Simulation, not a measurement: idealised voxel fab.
You're looking at the process module voxel tone inversion.
Section shown: cut. Width: 285 nm. Cell size: 5 nm, square.
Think of the cross-section as a grid of square cells. We describe it in bands, top to bottom, and each band covers one or more rows of those cells. Look at the band entry: it leads with the top's height and the bottom's height in nm. Then it lists the materials left to right, with a width in nm for each. The word "everywhere" on a single material says that material fills the band edge to edge. The word "empty" is empty space. Where do heights start? At 0: under that level the wafer as delivered is made of one material only. And the lowest band has no floor; it just carries on downward, as in "0 and below". The expression "30->40" gives the width at the extremes of the band, the first number at its top row of cells and the second at its bottom row, with the width changing by equal amounts from each row to the next in between. The cross-section has no changed cell in any step marked "no modifications". Enclosed voids (no open way to top), threshold 8 cells or more, entry "Sealed internal voids", notation width x height at distance, distance from left edge, nm. Past the settings on a step's line: simulator remark, on that step. Steps that use a mask can have "overlay nm" on their line. It says how far the mask sat to the right of where it was meant to be. Negative means to the left.

plan
1) RECEIVE, material Si
2) CONFORMAL_DEP, material SiN, thk nm 10
3) DIRECTIONAL_DEP, material aC, thk nm 15
4) PATTERN, tone cover, mask id POSTS, material resist, width nm 20, pitch nm 45, thk nm 20, overlay nm 0
5) DIRECTIONAL_ETCH, etch materials aC, depth nm 15
6) STRIP, etch materials resist
7) FILL_DEP, material SiO2, thk nm 10
8) CMP, height nm 25
9) STRIP, etch materials aC

first wafer, as planned

Here's what the wafer looked like in cross-section when it arrived - that's after step 1
* 0 and below | Si everywhere
* Sealed internal voids: none

The wafer in cross-section once step 2 is complete
* 10 down to 0 | SiN everywhere
* Rest of section, below 0: as before.

The wafer in cross-section once step 3 is complete
* 25 down to 10 | aC everywhere
* Rest of section, below 10: as before.

The wafer in cross-section once step 4 is complete
* 45 down to 25 | empty: 110 / resist: 20 / empty: 25 / resist: 20 / empty: 110
* Rest of section, below 25: as before.

The wafer in cross-section once step 5 is complete
* 30 down to 25 | empty: 110 / resist: 20 / empty: 25 / resist: 20 / empty: 110
* 25 down to 10 | empty: 110 / aC: 20 / empty: 25 / aC: 20 / empty: 110
* Rest of section, below 10: as before.

The wafer in cross-section once step 6 is complete
* 25 down to 10 | empty: 110 / aC: 20 / empty: 25 / aC: 20 / empty: 110
* Rest of section, below 10: as before.

The wafer in cross-section once step 7 is complete
* 35 down to 25 | SiO2 everywhere
* 25 down to 10 | SiO2: 110 / aC: 20 / SiO2: 25 / aC: 20 / SiO2: 110
* Rest of section, below 10: as before.

The wafer in cross-section once step 8 is complete
* 25 down to 10 | SiO2: 110 / aC: 20 / SiO2: 25 / aC: 20 / SiO2: 110
* Rest of section, below 10: as before.

The wafer in cross-section once step 9 is complete
* 25 down to 10 | SiO2: 110 / empty: 20 / SiO2: 25 / empty: 20 / SiO2: 110
* Rest of section, below 10: as before.

The second wafer: identical to the first at the outset and in its planned sequence, differing only in that one mistake was made during processing; up to and including step 8, its path is the first wafer's path

Cross-section of the second wafer when, according to plan, step 9 should have finished
* 25 down to 10 | SiO2: 110 / empty: 20 / SiO2: 25 / empty: 20 / SiO2: 110
* Rest of section, below 10: as before.
Nonconformance to the process plan: twice, step 9 of the plan was run
at the end the two cross-sections are the same: no effect in what this model computes
